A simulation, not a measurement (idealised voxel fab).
A process module follows: voxel wiring stack.
This is section cut - it's 160 nm across, gridded in 5 nm square cells.
Cross-section, as written here: a square-cell grid given band by band from the top down, where a band holds one or more rows of cells. Heights first: top, then bottom, in nm. Then materials, left to right, each with a width in nm. "throughout" on a single material: fills the band edge to edge. "blank": empty space. A quick word on heights: they are counted from 0, and under that level the wafer as it came to us is one material throughout. The lowest band is different from the rest in having no bottom; it simply continues downward, written as in "0 -> down". Width: "30->40" (first number = top row, second number = bottom row, same change from row to row of cells). A step reported as "no alterations made" is a step in which no cell of the cross-section changed. You'll see "Completely sealed voids" listing empty spaces that have no way open to the top, as long as they're 8 cells or more; the notation is width x height at distance, where the distance is from the left edge, and all of it is in nm. Read whatever lies past the settings on a step's line as the simulator's own remark about the step. The setting "overlay nm" may be written on the line of a step. When the step uses a mask, the value reports how far to the right of the planned place the mask lay, and a negative value reports that it lay to the left.
Below is the list of planned process steps
1. RECEIVE: material Si
2. CONFORMAL_DEP: material SiO2, thk nm 15
3. DIRECTIONAL_DEP: material TiN, thk nm 5
4. DIRECTIONAL_DEP: material W, thk nm 15
5. DIRECTIONAL_DEP: material aC, thk nm 10
6. PATTERN: tone cover, mask id METAL_1, material resist, width nm 20, pitch nm 45, thk nm 25, overlay nm 0
7. DIRECTIONAL_ETCH: etch materials aC, depth nm 10
8. STRIP: etch materials resist
9. DIRECTIONAL_ETCH: etch materials W, depth nm 15
10. DIRECTIONAL_ETCH: etch materials TiN, depth nm 5
11. STRIP: etch materials aC
12. CONFORMAL_DEP: material SiN, thk nm 5
13. FILL_DEP: material lowk, thk nm 10
14. CMP: height nm 35
15. CONFORMAL_DEP: material SiCN, thk nm 5
16. DIRECTIONAL_DEP: material lowk, thk nm 20
17. PATTERN: tone open, mask id PLUG_1, material resist, width nm 15, thk nm 15, overlay nm 0
18. DIRECTIONAL_ETCH: etch materials lowk, depth nm 20
19. DIRECTIONAL_ETCH: etch materials SiCN, depth nm 5
20. STRIP: etch materials resist
21. CONFORMAL_DEP: material TiN, thk nm 5
22. FILL_DEP: material W, thk nm 5
23. CMP: height nm 60
24. CONFORMAL_DEP: material SiN, thk nm 5
25. DIRECTIONAL_DEP: material lowk, thk nm 20
26. PATTERN: tone open, mask id METAL_2, material resist, width nm 20, pitch nm 45, thk nm 15, overlay nm 0
27. DIRECTIONAL_ETCH: etch materials lowk, depth nm 20
28. DIRECTIONAL_ETCH: etch materials SiN, depth nm 5
29. STRIP: etch materials resist
30. CONFORMAL_DEP: material TiN, thk nm 5
31. FILL_DEP: material Ru, thk nm 5
32. CMP: height nm 85
33. CONFORMAL_DEP: material SiCN, thk nm 5
34. DIRECTIONAL_DEP: material lowk, thk nm 10
35. MASKED_ETCH: tone open, mask id PLUG_2, width nm 15, pitch nm 45, etch materials lowk, depth nm 10, overlay nm 0
36. MASKED_ETCH: tone open, mask id PLUG_2, width nm 15, pitch nm 45, etch materials SiCN, depth nm 5, overlay nm 0
37. EPI: material Ru, thk nm 10
38. EPI: material Ru, thk nm 5
39. CONFORMAL_DEP: material SiCN, thk nm 5
40. DIRECTIONAL_DEP: material SiO2, thk nm 20
41. PATTERN: tone open, mask id METAL_3, material resist, width nm 20, pitch nm 45, thk nm 20, overlay nm 0
42. DIRECTIONAL_ETCH: etch materials SiO2, depth nm 20
43. DIRECTIONAL_ETCH: etch materials SiCN, depth nm 5
44. STRIP: etch materials resist
45. CONFORMAL_DEP: material TiN, thk nm 5
46. FILL_DEP: material Cu, thk nm 5
47. CMP: height nm 125
48. EPI: material Ru, thk nm 5
49. FILL_DEP: material SiCN, thk nm 5
The first of a set of two wafers, run to plan
This is the cross-section of the wafer as we received it, i.e. after step 1
    0 -> down  Si throughout
    Completely sealed voids: none
The following cross-section depicts the wafer upon completion of step 2
    15 -> 0  SiO2 throughout
    All layers under 0 are left as they were.
The following cross-section depicts the wafer upon completion of step 3
    20 -> 15  TiN throughout
    All layers under 15 are left as they were.
The following cross-section depicts the wafer upon completion of step 4
    35 -> 20  W throughout
    All layers under 20 are left as they were.
The following cross-section depicts the wafer upon completion of step 5
    45 -> 35  aC throughout
    All layers under 35 are left as they were.
The following cross-section depicts the wafer upon completion of step 6
    70 -> 45  blank=45, then resist=20, then blank=25, then resist=20, then blank=50
    All layers under 45 are left as they were.
The following cross-section depicts the wafer upon completion of step 7
    60 -> 45  blank=45, then resist=20, then blank=25, then resist=20, then blank=50
    45 -> 35  blank=45, then aC=20, then blank=25, then aC=20, then blank=50
    All layers under 35 are left as they were.
The following cross-section depicts the wafer upon completion of step 8
    45 -> 35  blank=45, then aC=20, then blank=25, then aC=20, then blank=50
    All layers under 35 are left as they were.
The following cross-section depicts the wafer upon completion of step 9
    45 -> 35  blank=45, then aC=20, then blank=25, then aC=20, then blank=50
    35 -> 20  blank=45, then W=20, then blank=25, then W=20, then blank=50
    All layers under 20 are left as they were.
The following cross-section depicts the wafer upon completion of step 10
    45 -> 35  blank=45, then aC=20, then blank=25, then aC=20, then blank=50
    35 -> 20  blank=45, then W=20, then blank=25, then W=20, then blank=50
    20 -> 15  blank=45, then TiN=20, then blank=25, then TiN=20, then blank=50
    All layers under 15 are left as they were.
The following cross-section depicts the wafer upon completion of step 11
    35 -> 20  blank=45, then W=20, then blank=25, then W=20, then blank=50
    All layers under 20 are left as they were.
The following cross-section depicts the wafer upon completion of step 12
    40 -> 35  blank=40, then SiN=30, then blank=15, then SiN=30, then blank=45
    35 -> 20  blank=40, then SiN=5, then W=20, then SiN=5, then blank=15, then SiN=5, then W=20, then SiN=5, then blank=45
    20 -> 15  SiN=45, then TiN=20, then SiN=25, then TiN=20, then SiN=50
    All layers under 15 are left as they were.
The following cross-section depicts the wafer upon completion of step 13
    50 -> 40  lowk throughout
    40 -> 35  lowk=40, then SiN=30, then lowk=15, then SiN=30, then lowk=45
    35 -> 20  lowk=40, then SiN=5, then W=20, then SiN=5, then lowk=15, then SiN=5, then W=20, then SiN=5, then lowk=45
    All layers under 20 are left as they were.
The following cross-section depicts the wafer upon completion of step 14
    35 -> 20  lowk=40, then SiN=5, then W=20, then SiN=5, then lowk=15, then SiN=5, then W=20, then SiN=5, then lowk=45
    All layers under 20 are left as they were.
The following cross-section depicts the wafer upon completion of step 15
    40 -> 35  SiCN throughout
    All layers under 35 are left as they were.
The following cross-section depicts the wafer upon completion of step 16
    60 -> 40  lowk throughout
    All layers under 40 are left as they were.
The following cross-section depicts the wafer upon completion of step 17
    75 -> 60  resist=45, then blank=15, then resist=100
    All layers under 60 are left as they were.
The following cross-section depicts the wafer upon completion of step 18
    75 -> 60  resist=45, then blank=15, then resist=100
    60 -> 40  lowk=45, then blank=15, then lowk=100
    All layers under 40 are left as they were.
The following cross-section depicts the wafer upon completion of step 19
    75 -> 60  resist=45, then blank=15, then resist=100
    60 -> 40  lowk=45, then blank=15, then lowk=100
    40 -> 35  SiCN=45, then blank=15, then SiCN=100
    All layers under 35 are left as they were.
The following cross-section depicts the wafer upon completion of step 20
    60 -> 40  lowk=45, then blank=15, then lowk=100
    All layers under 40 are left as they were.
The following cross-section depicts the wafer upon completion of step 21
    65 -> 60  TiN=50, then blank=5, then TiN=105
    60 -> 40  lowk=45, then TiN=5, then blank=5, then TiN=5, then lowk=100
    40 -> 35  SiCN=45, then TiN=15, then SiCN=100
    All layers under 35 are left as they were.
The following cross-section depicts the wafer upon completion of step 22
    70 -> 65  W throughout
    65 -> 60  TiN=50, then W=5, then TiN=105
    60 -> 40  lowk=45, then TiN=5, then W=5, then TiN=5, then lowk=100
    All layers under 40 are left as they were.
The following cross-section depicts the wafer upon completion of step 23
    60 -> 40  lowk=45, then TiN=5, then W=5, then TiN=5, then lowk=100
    All layers under 40 are left as they were.
The following cross-section depicts the wafer upon completion of step 24
    65 -> 60  SiN throughout
    All layers under 60 are left as they were.
The following cross-section depicts the wafer upon completion of step 25
    85 -> 65  lowk throughout
    All layers under 65 are left as they were.
The following cross-section depicts the wafer upon completion of step 26
    100 -> 85  resist=45, then blank=20, then resist=25, then blank=20, then resist=50
    All layers under 85 are left as they were.
The following cross-section depicts the wafer upon completion of step 27
    100 -> 85  resist=45, then blank=20, then resist=25, then blank=20, then resist=50
    85 -> 65  lowk=45, then blank=20, then lowk=25, then blank=20, then lowk=50
    All layers under 65 are left as they were.
The following cross-section depicts the wafer upon completion of step 28
    100 -> 85  resist=45, then blank=20, then resist=25, then blank=20, then resist=50
    85 -> 65  lowk=45, then blank=20, then lowk=25, then blank=20, then lowk=50
    65 -> 60  SiN=45, then blank=20, then SiN=25, then blank=20, then SiN=50
    All layers under 60 are left as they were.
The following cross-section depicts the wafer upon completion of step 29
    85 -> 65  lowk=45, then blank=20, then lowk=25, then blank=20, then lowk=50
    All layers under 65 are left as they were.
The following cross-section depicts the wafer upon completion of step 30
    90 -> 85  TiN=50, then blank=10, then TiN=35, then blank=10, then TiN=55
    85 -> 65  lowk=45, then TiN=5, then blank=10, then TiN=5, then lowk=25, then TiN=5, then blank=10, then TiN=5, then lowk=50
    65 -> 60  SiN=45, then TiN=20, then SiN=25, then TiN=20, then SiN=50
    All layers under 60 are left as they were.
The following cross-section depicts the wafer upon completion of step 31
    95 -> 90  Ru throughout
    90 -> 85  TiN=50, then Ru=10, then TiN=35, then Ru=10, then TiN=55
    85 -> 65  lowk=45, then TiN=5, then Ru=10, then TiN=5, then lowk=25, then TiN=5, then Ru=10, then TiN=5, then lowk=50
    All layers under 65 are left as they were.
The following cross-section depicts the wafer upon completion of step 32
    85 -> 65  lowk=45, then TiN=5, then Ru=10, then TiN=5, then lowk=25, then TiN=5, then Ru=10, then TiN=5, then lowk=50
    All layers under 65 are left as they were.
The following cross-section depicts the wafer upon completion of step 33
    90 -> 85  SiCN throughout
    All layers under 85 are left as they were.
The following cross-section depicts the wafer upon completion of step 34
    100 -> 90  lowk throughout
    All layers under 90 are left as they were.
The following cross-section depicts the wafer upon completion of step 35
    100 -> 90  lowk=45, then blank=15, then lowk=30, then blank=15, then lowk=55
    All layers under 90 are left as they were.
The following cross-section depicts the wafer upon completion of step 36
    100 -> 90  lowk=45, then blank=15, then lowk=30, then blank=15, then lowk=55
    90 -> 85  SiCN=45, then blank=15, then SiCN=30, then blank=15, then SiCN=55
    All layers under 85 are left as they were.
The following cross-section depicts the wafer upon completion of step 37
    100 -> 95  lowk=45, then blank=15, then lowk=30, then blank=15, then lowk=55
    95 -> 90  lowk=45, then Ru=15, then lowk=30, then Ru=15, then lowk=55
    90 -> 85  SiCN=45, then Ru=15, then SiCN=30, then Ru=15, then SiCN=55
    All layers under 85 are left as they were.
The following cross-section depicts the wafer upon completion of step 38
    100 -> 90  lowk=45, then Ru=15, then lowk=30, then Ru=15, then lowk=55
    All layers under 90 are left as they were.
The following cross-section depicts the wafer upon completion of step 39
    105 -> 100  SiCN throughout
    All layers under 100 are left as they were.
The following cross-section depicts the wafer upon completion of step 40
    125 -> 105  SiO2 throughout
    All layers under 105 are left as they were.
The following cross-section depicts the wafer upon completion of step 41
    145 -> 125  resist=45, then blank=20, then resist=25, then blank=20, then resist=50
    All layers under 125 are left as they were.
The following cross-section depicts the wafer upon completion of step 42
    145 -> 125  resist=45, then blank=20, then resist=25, then blank=20, then resist=50
    125 -> 105  SiO2=45, then blank=20, then SiO2=25, then blank=20, then SiO2=50
    All layers under 105 are left as they were.
The following cross-section depicts the wafer upon completion of step 43
    145 -> 125  resist=45, then blank=20, then resist=25, then blank=20, then resist=50
    125 -> 105  SiO2=45, then blank=20, then SiO2=25, then blank=20, then SiO2=50
    105 -> 100  SiCN=45, then blank=20, then SiCN=25, then blank=20, then SiCN=50
    All layers under 100 are left as they were.
The following cross-section depicts the wafer upon completion of step 44
    125 -> 105  SiO2=45, then blank=20, then SiO2=25, then blank=20, then SiO2=50
    All layers under 105 are left as they were.
The following cross-section depicts the wafer upon completion of step 45
    130 -> 125  TiN=50, then blank=10, then TiN=35, then blank=10, then TiN=55
    125 -> 105  SiO2=45, then TiN=5, then blank=10, then TiN=5, then SiO2=25, then TiN=5, then blank=10, then TiN=5, then SiO2=50
    105 -> 100  SiCN=45, then TiN=20, then SiCN=25, then TiN=20, then SiCN=50
    All layers under 100 are left as they were.
The following cross-section depicts the wafer upon completion of step 46
    135 -> 130  Cu throughout
    130 -> 125  TiN=50, then Cu=10, then TiN=35, then Cu=10, then TiN=55
    125 -> 105  SiO2=45, then TiN=5, then Cu=10, then TiN=5, then SiO2=25, then TiN=5, then Cu=10, then TiN=5, then SiO2=50
    All layers under 105 are left as they were.
The following cross-section depicts the wafer upon completion of step 47
    125 -> 105  SiO2=45, then TiN=5, then Cu=10, then TiN=5, then SiO2=25, then TiN=5, then Cu=10, then TiN=5, then SiO2=50
    All layers under 105 are left as they were.
The following cross-section depicts the wafer upon completion of step 48
    130 -> 125  blank=40, then Ru=30, then blank=15, then Ru=30, then blank=45
    All layers under 125 are left as they were.
The following cross-section depicts the wafer upon completion of step 49
    135 -> 130  SiCN throughout
    130 -> 125  SiCN=40, then Ru=30, then SiCN=15, then Ru=30, then SiCN=45
    All layers under 125 are left as they were.
Wafer two. Identical start, identical plan. One mistake in execution. Identical history through step 16
Second wafer: cross-section at the scheduled end of step 17
    75 -> 60  resist=40, then blank=25, then resist=95
    All layers under 60 are left as they were.
Second wafer: cross-section at the scheduled end of step 18
    75 -> 60  resist=40, then blank=25, then resist=95
    60 -> 40  lowk=40, then blank=25, then lowk=95
    All layers under 40 are left as they were.
Second wafer: cross-section at the scheduled end of step 19
    75 -> 60  resist=40, then blank=25, then resist=95
    60 -> 40  lowk=40, then blank=25, then lowk=95
    40 -> 35  SiCN=40, then blank=25, then SiCN=95
    All layers under 35 are left as they were.
Second wafer: cross-section at the scheduled end of step 20
    60 -> 40  lowk=40, then blank=25, then lowk=95
    All layers under 40 are left as they were.
Second wafer: cross-section at the scheduled end of step 21
    65 -> 60  TiN=45, then blank=15, then TiN=100
    60 -> 40  lowk=40, then TiN=5, then blank=15, then TiN=5, then lowk=95
    40 -> 35  SiCN=40, then TiN=25, then SiCN=95
    All layers under 35 are left as they were.
Second wafer: cross-section at the scheduled end of step 22
    70 -> 65  W throughout
    65 -> 60  TiN=45, then W=15, then TiN=100
    60 -> 40  lowk=40, then TiN=5, then W=15, then TiN=5, then lowk=95
    All layers under 40 are left as they were.
Second wafer: cross-section at the scheduled end of step 23
    60 -> 40  lowk=40, then TiN=5, then W=15, then TiN=5, then lowk=95
    All layers under 40 are left as they were.
Second wafer: cross-section at the scheduled end of step 24
    65 -> 60  SiN throughout
    All layers under 60 are left as they were.
Second wafer: cross-section at the scheduled end of step 25
    85 -> 65  lowk throughout
    All layers under 65 are left as they were.
Second wafer: cross-section at the scheduled end of step 26
    100 -> 85  resist=45, then blank=20, then resist=25, then blank=20, then resist=50
    All layers under 85 are left as they were.
Second wafer: cross-section at the scheduled end of step 27
    100 -> 85  resist=45, then blank=20, then resist=25, then blank=20, then resist=50
    85 -> 65  lowk=45, then blank=20, then lowk=25, then blank=20, then lowk=50
    All layers under 65 are left as they were.
Second wafer: cross-section at the scheduled end of step 28
    100 -> 85  resist=45, then blank=20, then resist=25, then blank=20, then resist=50
    85 -> 65  lowk=45, then blank=20, then lowk=25, then blank=20, then lowk=50
    65 -> 60  SiN=45, then blank=20, then SiN=25, then blank=20, then SiN=50
    All layers under 60 are left as they were.
Second wafer: cross-section at the scheduled end of step 29
    85 -> 65  lowk=45, then blank=20, then lowk=25, then blank=20, then lowk=50
    All layers under 65 are left as they were.
Second wafer: cross-section at the scheduled end of step 30
    90 -> 85  TiN=50, then blank=10, then TiN=35, then blank=10, then TiN=55
    85 -> 65  lowk=45, then TiN=5, then blank=10, then TiN=5, then lowk=25, then TiN=5, then blank=10, then TiN=5, then lowk=50
    65 -> 60  SiN=45, then TiN=20, then SiN=25, then TiN=20, then SiN=50
    All layers under 60 are left as they were.
Second wafer: cross-section at the scheduled end of step 31
    95 -> 90  Ru throughout
    90 -> 85  TiN=50, then Ru=10, then TiN=35, then Ru=10, then TiN=55
    85 -> 65  lowk=45, then TiN=5, then Ru=10, then TiN=5, then lowk=25, then TiN=5, then Ru=10, then TiN=5, then lowk=50
    All layers under 65 are left as they were.
Second wafer: cross-section at the scheduled end of step 32
    85 -> 65  lowk=45, then TiN=5, then Ru=10, then TiN=5, then lowk=25, then TiN=5, then Ru=10, then TiN=5, then lowk=50
    All layers under 65 are left as they were.
Second wafer: cross-section at the scheduled end of step 33
    90 -> 85  SiCN throughout
    All layers under 85 are left as they were.
Second wafer: cross-section at the scheduled end of step 34
    100 -> 90  lowk throughout
    All layers under 90 are left as they were.
Second wafer: cross-section at the scheduled end of step 35
    100 -> 90  lowk=45, then blank=15, then lowk=30, then blank=15, then lowk=55
    All layers under 90 are left as they were.
Second wafer: cross-section at the scheduled end of step 36
    100 -> 90  lowk=45, then blank=15, then lowk=30, then blank=15, then lowk=55
    90 -> 85  SiCN=45, then blank=15, then SiCN=30, then blank=15, then SiCN=55
    All layers under 85 are left as they were.
Second wafer: cross-section at the scheduled end of step 37
    100 -> 95  lowk=45, then blank=15, then lowk=30, then blank=15, then lowk=55
    95 -> 90  lowk=45, then Ru=15, then lowk=30, then Ru=15, then lowk=55
    90 -> 85  SiCN=45, then Ru=15, then SiCN=30, then Ru=15, then SiCN=55
    All layers under 85 are left as they were.
Second wafer: cross-section at the scheduled end of step 38
    100 -> 90  lowk=45, then Ru=15, then lowk=30, then Ru=15, then lowk=55
    All layers under 90 are left as they were.
Second wafer: cross-section at the scheduled end of step 39
    105 -> 100  SiCN throughout
    All layers under 100 are left as they were.
Second wafer: cross-section at the scheduled end of step 40
    125 -> 105  SiO2 throughout
    All layers under 105 are left as they were.
Second wafer: cross-section at the scheduled end of step 41
    145 -> 125  resist=45, then blank=20, then resist=25, then blank=20, then resist=50
    All layers under 125 are left as they were.
Second wafer: cross-section at the scheduled end of step 42
    145 -> 125  resist=45, then blank=20, then resist=25, then blank=20, then resist=50
    125 -> 105  SiO2=45, then blank=20, then SiO2=25, then blank=20, then SiO2=50
    All layers under 105 are left as they were.
Second wafer: cross-section at the scheduled end of step 43
    145 -> 125  resist=45, then blank=20, then resist=25, then blank=20, then resist=50
    125 -> 105  SiO2=45, then blank=20, then SiO2=25, then blank=20, then SiO2=50
    105 -> 100  SiCN=45, then blank=20, then SiCN=25, then blank=20, then SiCN=50
    All layers under 100 are left as they were.
Second wafer: cross-section at the scheduled end of step 44
    125 -> 105  SiO2=45, then blank=20, then SiO2=25, then blank=20, then SiO2=50
    All layers under 105 are left as they were.
Second wafer: cross-section at the scheduled end of step 45
    130 -> 125  TiN=50, then blank=10, then TiN=35, then blank=10, then TiN=55
    125 -> 105  SiO2=45, then TiN=5, then blank=10, then TiN=5, then SiO2=25, then TiN=5, then blank=10, then TiN=5, then SiO2=50
    105 -> 100  SiCN=45, then TiN=20, then SiCN=25, then TiN=20, then SiCN=50
    All layers under 100 are left as they were.
Second wafer: cross-section at the scheduled end of step 46
    135 -> 130  Cu throughout
    130 -> 125  TiN=50, then Cu=10, then TiN=35, then Cu=10, then TiN=55
    125 -> 105  SiO2=45, then TiN=5, then Cu=10, then TiN=5, then SiO2=25, then TiN=5, then Cu=10, then TiN=5, then SiO2=50
    All layers under 105 are left as they were.
Second wafer: cross-section at the scheduled end of step 47
    125 -> 105  SiO2=45, then TiN=5, then Cu=10, then TiN=5, then SiO2=25, then TiN=5, then Cu=10, then TiN=5, then SiO2=50
    All layers under 105 are left as they were.
Second wafer: cross-section at the scheduled end of step 48
    130 -> 125  blank=40, then Ru=30, then blank=15, then Ru=30, then blank=45
    All layers under 125 are left as they were.
Second wafer: cross-section at the scheduled end of step 49
    135 -> 130  SiCN throughout
    130 -> 125  SiCN=40, then Ru=30, then SiCN=15, then Ru=30, then SiCN=45
    All layers under 125 are left as they were.
what went wrong: step 17 off recipe, ran as PATTERN: tone open, mask id PLUG_1, material resist, width nm 25, thk nm 15, overlay nm 0
Looking at both finished wafers in cells, the second ends up ahead of or behind the first on some materials: SiCN -2; TiN +2; W +8; lowk -8
